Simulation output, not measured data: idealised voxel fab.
process module | voxel capacitor over wiring
cross-section cut | 235 nm wide | cells 5 nm
A cross-section is a grid of square cells, given in bands from the top down. A band is one or more rows of cells.
Each band's line starts with the height of the band's top and of its bottom, in nm. Then come its materials from left to right, each with its width in nm. One material with "throughout" fills the band from edge to edge. "air" is empty space.
Height 0 is the level under which the wafer as received is all one material. The lowest band goes on downwards, as in "0 down".
A width such as "30 to 40" changes by the same amount from each row of cells to the next, from the band's top row to its bottom row.
"no change" after a step means that no cell of the cross-section changed.
closed voids: empty space of 8 cells or more with no open way to the top, each as width x height at its distance from the left edge, in nm
after a step's settings: what the simulator itself notes on the step
overlay nm, on a step with a mask: how far to the right of its planned place the mask lay; to the left if negative
plan
1 op RECEIVE | material Si
2 op CONFORMAL_DEP | material SiO2 | thk nm 10
3 op CONFORMAL_DEP | material SiCN | thk nm 5
4 op DIRECTIONAL_DEP | material lowk | thk nm 15
5 op MASKED_ETCH | tone open | mask id METAL_1 | width nm 25 | pitch nm 90 | etch materials lowk | depth nm 15 | overlay nm 0
6 op MASKED_ETCH | tone open | mask id METAL_1 | width nm 25 | pitch nm 90 | etch materials SiCN | depth nm 5 | overlay nm 0
7 op CONFORMAL_DEP | material TiN | thk nm 5
8 op FILL_DEP | material Ru | thk nm 5
9 op CMP | height nm 30
10 op CONFORMAL_DEP | material SiCN | thk nm 5
11 op DIRECTIONAL_DEP | material SiO2 | thk nm 10
12 op DIRECTIONAL_DEP | material aC | thk nm 10
13 op PATTERN | tone open | mask id PLUG_1 | material resist | width nm 15 | thk nm 25 | overlay nm 0
14 op DIRECTIONAL_ETCH | etch materials aC | depth nm 10
15 op STRIP | etch materials resist
16 op DIRECTIONAL_ETCH | etch materials SiO2 | depth nm 10
17 op DIRECTIONAL_ETCH | etch materials SiCN | depth nm 5
18 op STRIP | etch materials aC
19 op EPI | material Ru | thk nm 10
20 op EPI | material Ru | thk nm 5
21 op DIRECTIONAL_DEP | material TiN | thk nm 10
22 op DIRECTIONAL_DEP | material Al2O3 | thk nm 5
23 op DIRECTIONAL_DEP | material TiN | thk nm 5
24 op MASKED_ETCH | tone cover | mask id UPPER_PLATE | width nm 70 | etch materials TiN | depth nm 5 | overlay nm 0
25 op MASKED_ETCH | tone cover | mask id UPPER_PLATE | width nm 70 | etch materials Al2O3 | depth nm 5 | overlay nm 0
26 op MASKED_ETCH | tone cover | mask id LOWER_PLATE | width nm 80 | etch materials TiN | depth nm 10 | overlay nm 0
27 op FILL_DEP | material SiO2 | thk nm 20
28 op CMP | height nm 80
29 op MASKED_ETCH | tone open | mask id PLUG_2 | width nm 15 | etch materials SiO2 | depth nm 15 | overlay nm 0
30 op CONFORMAL_DEP | material TiN | thk nm 5
31 op FILL_DEP | material W | thk nm 10
32 op CMP | height nm 80
33 op CONFORMAL_DEP | material SiN | thk nm 5
varied across the wafers: thk nm of step 3. The plan shows the first wafer's value. All wafers start alike
first wafer as received, after step 1
  0 down: Si throughout
  closed voids: none
first wafer at the end, after step 33
  85 to 80: SiN throughout
  80 to 70: SiO2 80 | TiN 5 | W 5 | TiN 5 | SiO2 140
  70 to 60: SiO2 80 to 70 | TiN 15 to 70 | SiO2 140 to 95
  60 to 55: SiO2 70 | Al2O3 70 | SiO2 95
  55 to 45: SiO2 65 | TiN 80 | SiO2 90
  45 to 35: SiO2 70 | Ru 15 | SiO2 150
  35 to 30: SiCN 70 | Ru 15 | SiCN 150
  30 to 15: lowk 60 | TiN 5 | Ru 15 | TiN 5 | lowk 65 | TiN 5 | Ru 15 | TiN 5 | lowk 60
  15 to 10: SiCN 60 | TiN 25 | SiCN 65 | TiN 25 | SiCN 60
  10 to 0: SiO2 throughout
  0 down: Si throughout
  closed voids: none
last wafer at the end
  85 to 80: SiN throughout
  80 to 70: SiO2 80 | TiN 5 | W 5 | TiN 5 | SiO2 140
  70 to 60: SiO2 80 to 70 | TiN 15 to 70 | SiO2 140 to 95
  60 to 55: SiO2 70 | Al2O3 70 | SiO2 95
  55 to 45: SiO2 65 | TiN 80 | SiO2 90
  45 to 35: SiO2 70 | Ru 15 | SiO2 150
  35 to 30: SiCN 70 | Ru 15 | SiCN 150
  30 to 25: SiCN 60 | TiN 25 | SiCN 65 | TiN 25 | SiCN 60
  25 to 10: SiCN throughout
  10 to 0: SiO2 throughout
  0 down: Si throughout
  closed voids: none
each wafer at the end: cells of each material gained (+) or lost (-) since it was received, then its closed voids
thk nm 5 | +14 Al2O3 | +27 Ru | +81 SiCN | +47 SiN | +442 SiO2 | +75 TiN | +2 W | +111 lowk | closed voids: none
thk nm 10 | +14 Al2O3 | +21 Ru | +128 SiCN | +47 SiN | +442 SiO2 | +71 TiN | +2 W | +74 lowk | closed voids: none
thk nm 15 | +14 Al2O3 | +15 Ru | +175 SiCN | +47 SiN | +442 SiO2 | +67 TiN | +2 W | +37 lowk | closed voids: none
thk nm 20 | +14 Al2O3 | +9 Ru | +222 SiCN | +47 SiN | +442 SiO2 | +63 TiN | +2 W | closed voids: none
